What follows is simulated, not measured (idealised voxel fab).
The following is a process module called voxel self aligned contacts.
Section cut is 230 nm wide and gridded with 5 nm square cells.
We lay out every cross-section as a grid of square cells and spell it out in bands from the top down, where one band means one or more rows of cells. Top, bottom (nm), then materials left to right with widths (nm); lone material tagged "full width" fills the whole band edge to edge; "air" = empty space. Beneath 0, the wafer as received is one material, and that level is where height counting begins. The lowest band goes on downward without a bottom; it is written like "0 nm and below". So if you see something like "30 to 40" for the width, read it as the top row of the band sitting at the first number and the bottom row at the second, with every row in between moving by the same amount as the last. Where the words "nothing altered" appear for a step, the cross-section shows no cell changed by that step; every cell remained as before. Heads up: "Closed internal voids" only lists the empty pockets with no open path to the top that are 8 cells or more, and it writes them as width x height at distance, distance from the left edge, in nm. It should be noted that, on the line of a given step, the content following the step's settings is a remark produced by the simulator itself with respect to that step. overlay nm: on a step with a mask, how far right of its planned place the mask lay; negative means left.
THE FOLLOWING LIST GIVES THE PLANNED PROCESS STEPS
1,RECEIVE: material Si
2,OXIDIZE: depth nm 5
3,DIRECTIONAL_DEP: material polySi, thk nm 20
4,DIRECTIONAL_DEP: material SiN, thk nm 25
5,PATTERN: tone cover, mask id GATE, material resist, width nm 35, pitch nm 70, thk nm 15, overlay nm 0
6,DIRECTIONAL_ETCH: etch materials SiN, depth nm 25
7,DIRECTIONAL_ETCH: etch materials polySi, depth nm 20
8,STRIP: etch materials resist
9,CONFORMAL_DEP: material SiN, thk nm 10
10,DIRECTIONAL_ETCH: etch materials SiN, depth nm 10
11,FILL_DEP: material SiO2, thk nm 10
12,CMP: height nm 50
13,DIRECTIONAL_DEP: material aC, thk nm 15
14,PATTERN: tone open, mask id CONTACT, material resist, width nm 55, pitch nm 70, thk nm 35, overlay nm 0
15,DIRECTIONAL_ETCH: etch materials aC, depth nm 15
16,STRIP: etch materials resist
17,DIRECTIONAL_ETCH: etch materials SiO2, depth nm 55
18,STRIP: etch materials aC
19,CONFORMAL_DEP: material TiN, thk nm 5
20,FILL_DEP: material W, thk nm 5
21,CMP: height nm 50
22,CONFORMAL_DEP: material SiN, thk nm 5
ON THE FIRST OF THE TWO WAFERS: RUN CONDUCTED ACCORDING TO PLAN
CROSS-SECTION: WAFER ON ARRIVAL = AFTER STEP 1
0 nm and below = Si full width
Closed internal voids: none
SECTIONAL VIEW: WAFER, AFTER STEP 2
0 nm to -5 nm = SiO2 full width
Below -5, the layers are the same as they were.
SECTIONAL VIEW: WAFER, AFTER STEP 3
20 nm to 0 nm = polySi full width
Below 0, the layers are the same as they were.
SECTIONAL VIEW: WAFER, AFTER STEP 4
45 nm to 20 nm = SiN full width
Below 20, the layers are the same as they were.
SECTIONAL VIEW: WAFER, AFTER STEP 5
60 nm to 45 nm = 25 air, 35 resist, 35 air, 35 resist, 35 air, 35 resist, 30 air
Below 45, the layers are the same as they were.
SECTIONAL VIEW: WAFER, AFTER STEP 6
60 nm to 45 nm = 25 air, 35 resist, 35 air, 35 resist, 35 air, 35 resist, 30 air
45 nm to 20 nm = 25 air, 35 SiN, 35 air, 35 SiN, 35 air, 35 SiN, 30 air
Below 20, the layers are the same as they were.
SECTIONAL VIEW: WAFER, AFTER STEP 7
60 nm to 45 nm = 25 air, 35 resist, 35 air, 35 resist, 35 air, 35 resist, 30 air
45 nm to 20 nm = 25 air, 35 SiN, 35 air, 35 SiN, 35 air, 35 SiN, 30 air
20 nm to 0 nm = 25 air, 35 polySi, 35 air, 35 polySi, 35 air, 35 polySi, 30 air
Below 0, the layers are the same as they were.
SECTIONAL VIEW: WAFER, AFTER STEP 8
45 nm to 20 nm = 25 air, 35 SiN, 35 air, 35 SiN, 35 air, 35 SiN, 30 air
Below 20, the layers are the same as they were.
SECTIONAL VIEW: WAFER, AFTER STEP 9
55 nm to 20 nm = 15 air, 55 SiN, 15 air, 55 SiN, 15 air, 55 SiN, 20 air
20 nm to 10 nm = 15 air, 10 SiN, 35 polySi, 10 SiN, 15 air, 10 SiN, 35 polySi, 10 SiN, 15 air, 10 SiN, 35 polySi, 10 SiN, 20 air
10 nm to 0 nm = 25 SiN, 35 polySi, 35 SiN, 35 polySi, 35 SiN, 35 polySi, 30 SiN
Below 0, the layers are the same as they were.
SECTIONAL VIEW: WAFER, AFTER STEP 10
45 nm to 20 nm = 15 air, 55 SiN, 15 air, 55 SiN, 15 air, 55 SiN, 20 air
20 nm to 0 nm = 15 air, 10 SiN, 35 polySi, 10 SiN, 15 air, 10 SiN, 35 polySi, 10 SiN, 15 air, 10 SiN, 35 polySi, 10 SiN, 20 air
Below 0, the layers are the same as they were.
SECTIONAL VIEW: WAFER, AFTER STEP 11
55 nm to 45 nm = SiO2 full width
45 nm to 20 nm = 15 SiO2, 55 SiN, 15 SiO2, 55 SiN, 15 SiO2, 55 SiN, 20 SiO2
20 nm to 0 nm = 15 SiO2, 10 SiN, 35 polySi, 10 SiN, 15 SiO2, 10 SiN, 35 polySi, 10 SiN, 15 SiO2, 10 SiN, 35 polySi, 10 SiN, 20 SiO2
Below 0, the layers are the same as they were.
SECTIONAL VIEW: WAFER, AFTER STEP 12
50 nm to 45 nm = SiO2 full width
Below 45, the layers are the same as they were.
SECTIONAL VIEW: WAFER, AFTER STEP 13
65 nm to 50 nm = aC full width
Below 50, the layers are the same as they were.
SECTIONAL VIEW: WAFER, AFTER STEP 14
100 nm to 65 nm = 50 resist, 55 air, 15 resist, 55 air, 55 resist
Below 65, the layers are the same as they were.
SECTIONAL VIEW: WAFER, AFTER STEP 15
85 nm to 65 nm = 50 resist, 55 air, 15 resist, 55 air, 55 resist
65 nm to 50 nm = 50 aC, 55 air, 15 aC, 55 air, 55 aC
Below 50, the layers are the same as they were.
SECTIONAL VIEW: WAFER, AFTER STEP 16
65 nm to 50 nm = 50 aC, 55 air, 15 aC, 55 air, 55 aC
Below 50, the layers are the same as they were.
SECTIONAL VIEW: WAFER, AFTER STEP 17
65 nm to 50 nm = 50 aC, 55 air, 15 aC, 55 air, 55 aC
50 nm to 45 nm = 50 SiO2, 55 air, 15 SiO2, 55 air, 55 SiO2
45 nm to 20 nm = 15 SiO2, 55 SiN, 15 air, 55 SiN, 15 air, 55 SiN, 20 SiO2
20 nm to 0 nm = 15 SiO2, 10 SiN, 35 polySi, 10 SiN, 15 air, 10 SiN, 35 polySi, 10 SiN, 15 air, 10 SiN, 35 polySi, 10 SiN, 20 SiO2
0 nm to -5 nm = 70 SiO2, 15 air, 55 SiO2, 15 air, 75 SiO2
Below -5, the layers are the same as they were.
SECTIONAL VIEW: WAFER, AFTER STEP 18
50 nm to 45 nm = 50 SiO2, 55 air, 15 SiO2, 55 air, 55 SiO2
Below 45, the layers are the same as they were.
SECTIONAL VIEW: WAFER, AFTER STEP 19
55 nm to 50 nm = 55 TiN, 45 air, 25 TiN, 45 air, 60 TiN
50 nm to 45 nm = 50 SiO2, 25 TiN, 5 air, 25 TiN, 15 SiO2, 25 TiN, 5 air, 25 TiN, 55 SiO2
45 nm to 20 nm = 15 SiO2, 55 SiN, 5 TiN, 5 air, 5 TiN, 55 SiN, 5 TiN, 5 air, 5 TiN, 55 SiN, 20 SiO2
20 nm to 0 nm = 15 SiO2, 10 SiN, 35 polySi, 10 SiN, 5 TiN, 5 air, 5 TiN, 10 SiN, 35 polySi, 10 SiN, 5 TiN, 5 air, 5 TiN, 10 SiN, 35 polySi, 10 SiN, 20 SiO2
0 nm to -5 nm = 70 SiO2, 15 TiN, 55 SiO2, 15 TiN, 75 SiO2
Below -5, the layers are the same as they were.
SECTIONAL VIEW: WAFER, AFTER STEP 20
60 nm to 55 nm = W full width
55 nm to 50 nm = 55 TiN, 45 W, 25 TiN, 45 W, 60 TiN
50 nm to 45 nm = 50 SiO2, 25 TiN, 5 W, 25 TiN, 15 SiO2, 25 TiN, 5 W, 25 TiN, 55 SiO2
45 nm to 20 nm = 15 SiO2, 55 SiN, 5 TiN, 5 W, 5 TiN, 55 SiN, 5 TiN, 5 W, 5 TiN, 55 SiN, 20 SiO2
20 nm to 0 nm = 15 SiO2, 10 SiN, 35 polySi, 10 SiN, 5 TiN, 5 W, 5 TiN, 10 SiN, 35 polySi, 10 SiN, 5 TiN, 5 W, 5 TiN, 10 SiN, 35 polySi, 10 SiN, 20 SiO2
Below 0, the layers are the same as they were.
SECTIONAL VIEW: WAFER, AFTER STEP 21
50 nm to 45 nm = 50 SiO2, 25 TiN, 5 W, 25 TiN, 15 SiO2, 25 TiN, 5 W, 25 TiN, 55 SiO2
Below 45, the layers are the same as they were.
SECTIONAL VIEW: WAFER, AFTER STEP 22
55 nm to 50 nm = SiN full width
Below 50, the layers are the same as they were.
OKAY, SECOND WAFER. NOTHING DIFFERENT AT THE START, NOTHING DIFFERENT IN THE PLAN, JUST ONE MISTAKE SOMEWHERE IN THE RUNNING. AS FAR AS STEP 2, COUNTING THAT STEP, IT'S THE FIRST WAFER ALL OVER AGAIN
SECOND WAFER, CUT VIEW, END OF STEP 3 PER PLAN
25 nm to 0 nm = SiN full width
Below 0, the layers are the same as they were.
SECOND WAFER, CUT VIEW, END OF STEP 4 PER PLAN
45 nm to 25 nm = polySi full width
Below 25, the layers are the same as they were.
SECOND WAFER, CUT VIEW, END OF STEP 5 PER PLAN
60 nm to 45 nm = 25 air, 35 resist, 35 air, 35 resist, 35 air, 35 resist, 30 air
Below 45, the layers are the same as they were.
Second wafer, cut view, end of step 6 per plan: nothing altered
SECOND WAFER, CUT VIEW, END OF STEP 7 PER PLAN
60 nm to 45 nm = 25 air, 35 resist, 35 air, 35 resist, 35 air, 35 resist, 30 air
45 nm to 25 nm = 25 air, 35 polySi, 35 air, 35 polySi, 35 air, 35 polySi, 30 air
Below 25, the layers are the same as they were.
SECOND WAFER, CUT VIEW, END OF STEP 8 PER PLAN
45 nm to 25 nm = 25 air, 35 polySi, 35 air, 35 polySi, 35 air, 35 polySi, 30 air
Below 25, the layers are the same as they were.
SECOND WAFER, CUT VIEW, END OF STEP 9 PER PLAN
55 nm to 45 nm = 15 air, 55 SiN, 15 air, 55 SiN, 15 air, 55 SiN, 20 air
45 nm to 35 nm = 15 air, 10 SiN, 35 polySi, 10 SiN, 15 air, 10 SiN, 35 polySi, 10 SiN, 15 air, 10 SiN, 35 polySi, 10 SiN, 20 air
35 nm to 25 nm = 25 SiN, 35 polySi, 35 SiN, 35 polySi, 35 SiN, 35 polySi, 30 SiN
Below 25, the layers are the same as they were.
SECOND WAFER, CUT VIEW, END OF STEP 10 PER PLAN
45 nm to 25 nm = 15 air, 10 SiN, 35 polySi, 10 SiN, 15 air, 10 SiN, 35 polySi, 10 SiN, 15 air, 10 SiN, 35 polySi, 10 SiN, 20 air
Below 25, the layers are the same as they were.
SECOND WAFER, CUT VIEW, END OF STEP 11 PER PLAN
55 nm to 45 nm = SiO2 full width
45 nm to 25 nm = 15 SiO2, 10 SiN, 35 polySi, 10 SiN, 15 SiO2, 10 SiN, 35 polySi, 10 SiN, 15 SiO2, 10 SiN, 35 polySi, 10 SiN, 20 SiO2
Below 25, the layers are the same as they were.
SECOND WAFER, CUT VIEW, END OF STEP 12 PER PLAN
50 nm to 45 nm = SiO2 full width
Below 45, the layers are the same as they were.
SECOND WAFER, CUT VIEW, END OF STEP 13 PER PLAN
65 nm to 50 nm = aC full width
Below 50, the layers are the same as they were.
SECOND WAFER, CUT VIEW, END OF STEP 14 PER PLAN
100 nm to 65 nm = 50 resist, 55 air, 15 resist, 55 air, 55 resist
Below 65, the layers are the same as they were.
SECOND WAFER, CUT VIEW, END OF STEP 15 PER PLAN
85 nm to 65 nm = 50 resist, 55 air, 15 resist, 55 air, 55 resist
65 nm to 50 nm = 50 aC, 55 air, 15 aC, 55 air, 55 aC
Below 50, the layers are the same as they were.
SECOND WAFER, CUT VIEW, END OF STEP 16 PER PLAN
65 nm to 50 nm = 50 aC, 55 air, 15 aC, 55 air, 55 aC
Below 50, the layers are the same as they were.
SECOND WAFER, CUT VIEW, END OF STEP 17 PER PLAN
65 nm to 50 nm = 50 aC, 55 air, 15 aC, 55 air, 55 aC
50 nm to 45 nm = 50 SiO2, 55 air, 15 SiO2, 55 air, 55 SiO2
45 nm to 25 nm = 15 SiO2, 10 SiN, 35 polySi, 10 SiN, 15 air, 10 SiN, 35 polySi, 10 SiN, 15 air, 10 SiN, 35 polySi, 10 SiN, 20 SiO2
Below 25, the layers are the same as they were.
SECOND WAFER, CUT VIEW, END OF STEP 18 PER PLAN
50 nm to 45 nm = 50 SiO2, 55 air, 15 SiO2, 55 air, 55 SiO2
Below 45, the layers are the same as they were.
SECOND WAFER, CUT VIEW, END OF STEP 19 PER PLAN
55 nm to 50 nm = 55 TiN, 45 air, 25 TiN, 45 air, 60 TiN
50 nm to 45 nm = 50 SiO2, 25 TiN, 5 air, 25 TiN, 15 SiO2, 25 TiN, 5 air, 25 TiN, 55 SiO2
45 nm to 30 nm = 15 SiO2, 10 SiN, 35 polySi, 10 SiN, 5 TiN, 5 air, 5 TiN, 10 SiN, 35 polySi, 10 SiN, 5 TiN, 5 air, 5 TiN, 10 SiN, 35 polySi, 10 SiN, 20 SiO2
30 nm to 25 nm = 15 SiO2, 10 SiN, 35 polySi, 10 SiN, 15 TiN, 10 SiN, 35 polySi, 10 SiN, 15 TiN, 10 SiN, 35 polySi, 10 SiN, 20 SiO2
Below 25, the layers are the same as they were.
SECOND WAFER, CUT VIEW, END OF STEP 20 PER PLAN
60 nm to 55 nm = W full width
55 nm to 50 nm = 55 TiN, 45 W, 25 TiN, 45 W, 60 TiN
50 nm to 45 nm = 50 SiO2, 25 TiN, 5 W, 25 TiN, 15 SiO2, 25 TiN, 5 W, 25 TiN, 55 SiO2
45 nm to 30 nm = 15 SiO2, 10 SiN, 35 polySi, 10 SiN, 5 TiN, 5 W, 5 TiN, 10 SiN, 35 polySi, 10 SiN, 5 TiN, 5 W, 5 TiN, 10 SiN, 35 polySi, 10 SiN, 20 SiO2
Below 30, the layers are the same as they were.
SECOND WAFER, CUT VIEW, END OF STEP 21 PER PLAN
50 nm to 45 nm = 50 SiO2, 25 TiN, 5 W, 25 TiN, 15 SiO2, 25 TiN, 5 W, 25 TiN, 55 SiO2
Below 45, the layers are the same as they were.
SECOND WAFER, CUT VIEW, END OF STEP 22 PER PLAN
55 nm to 50 nm = SiN full width
Below 50, the layers are the same as they were.
Which mistake was made when the wafer was run? the run placed steps 3 and 4 each in the position the plan gave to the other
Wafer comparison, final, in cells, second relative to first, materials more or fewer: 65 more of SiN | 29 fewer of SiO2 | 24 fewer of TiN | 12 fewer of W
